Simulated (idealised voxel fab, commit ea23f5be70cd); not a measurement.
process module | voxel released beams
cross-section cut | 240 nm wide | cells 5 nm
A cross-section is a grid of square cells, given in bands from the top down. A band is one or more rows of cells.
Each band's line starts with the height of the band's top and of its bottom, in nm. Then come its materials from left to right, each with its width in nm. One material with "throughout" fills the band from edge to edge. "air" is empty space.
Height 0 is the level under which the wafer as received is all one material. The lowest band goes on downwards, as in "0 down".
A width such as "30 to 40" changes by the same amount from each row of cells to the next, from the band's top row to its bottom row.
"no change" after a step means that no cell of the cross-section changed.
closed voids: empty space of 8 cells or more with no open way to the top, each as width x height at its distance from the left edge, in nm
after a step's settings: what the simulator itself notes on the step
overlay nm, on a step with a mask: how far to the right of its planned place the mask lay; to the left if negative
plan
1 op RECEIVE | material Si
2 op CONFORMAL_DEP | material Al2O3 | thk nm 5
3 op DIRECTIONAL_DEP | material SiO2 | thk nm 20
4 op MASKED_ETCH | tone open | mask id ANCHOR | width nm 25 | etch materials SiO2 | depth nm 20 | overlay nm 0
5 op CONFORMAL_DEP | material polySi | thk nm 10
6 op MASKED_ETCH | tone cover | mask id BEAM | width nm 110 | etch materials polySi | depth nm 10 | overlay nm 0
7 op STRIP | etch materials SiO2
first wafer, as planned
as received, after step 1
  0 down: Si throughout
  closed voids: none
after step 2
  5 to 0: Al2O3 throughout
  below 0: unchanged
after step 3
  25 to 5: SiO2 throughout
  below 5: unchanged
after step 4
  25 to 5: SiO2 65 | air 25 | SiO2 150
  below 5: unchanged
after step 5
  35 to 25: polySi 75 | air 5 | polySi 160
  25 to 15: SiO2 65 | polySi 10 | air 5 | polySi 10 | SiO2 150
  15 to 5: SiO2 65 | polySi 25 | SiO2 150
  below 5: unchanged
after step 6
  35 to 25: air 60 | polySi 15 | air 5 | polySi 90 | air 70
  below 25: unchanged
after step 7
  35 to 25: air 60 | polySi 15 | air 5 | polySi 90 | air 70
  25 to 15: air 65 | polySi 10 | air 5 | polySi 10 | air 150
  15 to 5: air 65 | polySi 25 | air 150
  below 5: unchanged
second wafer: like start, like plan, one mistake. Through step 3 it matches the first wafer
when step 4 should have ended
  25 to 5: SiO2 75 | air 25 | SiO2 140
  below 5: unchanged
when step 5 should have ended
  35 to 25: polySi 85 | air 5 | polySi 150
  25 to 15: SiO2 75 | polySi 10 | air 5 | polySi 10 | SiO2 140
  15 to 5: SiO2 75 | polySi 25 | SiO2 140
  below 5: unchanged
when step 6 should have ended
  35 to 25: air 60 | polySi 25 | air 5 | polySi 80 | air 70
  below 25: unchanged
when step 7 should have ended
  35 to 25: air 60 | polySi 25 | air 5 | polySi 80 | air 70
  25 to 15: air 75 | polySi 10 | air 5 | polySi 10 | air 140
  15 to 5: air 75 | polySi 25 | air 140
  below 5: unchanged
what went wrong: step 4 ran as: op MASKED_ETCH | tone open | mask id ANCHOR | width nm 25 | etch materials SiO2 | depth nm 20 | overlay nm 10
at the end the second wafer has, in cells: as many of each material as the first, in other places
